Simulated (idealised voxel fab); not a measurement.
process module | voxel ribs on slabs
cross-section cut | 250 nm wide | cells 5 nm
A cross-section is a grid of square cells, given in bands from the top down. A band is one or more rows of cells.
Each band's line starts with the height of the band's top and of its bottom, in nm. Then come its materials from left to right, each with its width in nm. One material with "throughout" fills the band from edge to edge. "air" is empty space.
Height 0 is the level under which the wafer as received is all one material. The lowest band goes on downwards, as in "0 down".
A width such as "30 to 40" changes by the same amount from each row of cells to the next, from the band's top row to its bottom row.
"no change" after a step means that no cell of the cross-section changed.
closed voids: empty space of 8 cells or more with no open way to the top, each as width x height at its distance from the left edge, in nm
after a step's settings: what the simulator itself notes on the step
overlay nm, on a step with a mask: how far to the right of its planned place the mask lay; to the left if negative
plan
1 op RECEIVE | material Si
2 op DIRECTIONAL_DEP | material SiO2 | thk nm 20
3 op DIRECTIONAL_DEP | material polySi | thk nm 15
4 op DIRECTIONAL_DEP | material aC | thk nm 15
5 op PATTERN | tone cover | mask id RIB | material resist | width nm 25 | thk nm 35 | overlay nm 0
6 op DIRECTIONAL_ETCH | etch materials aC | depth nm 15
7 op STRIP | etch materials resist
8 op DIRECTIONAL_ETCH | etch materials polySi | depth nm 10
9 op STRIP | etch materials aC
10 op PATTERN | tone cover | mask id SLAB | material resist | width nm 75 | thk nm 20 | overlay nm 0
11 op DIRECTIONAL_ETCH | etch materials polySi | depth nm 5
12 op STRIP | etch materials resist
13 op FILL_DEP | material SiO2 | thk nm 15
14 op CMP | height nm 45
15 op DIRECTIONAL_DEP | material W | thk nm 10
16 op MASKED_ETCH | tone cover | mask id HEATER | width nm 35 | etch materials W | depth nm 10 | overlay nm 0
17 op CONFORMAL_DEP | material SiN | thk nm 5
as received, after step 1
  0 down: Si throughout
  closed voids: none
a wafer at the end: this start, this plan, one mistake
  60 to 55: air 100 | SiN 45 | air 105
  55 to 50: air 100 | SiN 5 | W 35 | SiN 5 | air 105
  50 to 45: SiN 105 | W 35 | SiN 110
  45 to 35: SiO2 110 to 85 | polySi 25 to 75 | SiO2 115 to 90
  35 to 20: polySi throughout
  20 to 0: SiO2 throughout
  0 down: Si throughout
  closed voids: none
what went wrong: step 3 was run twice
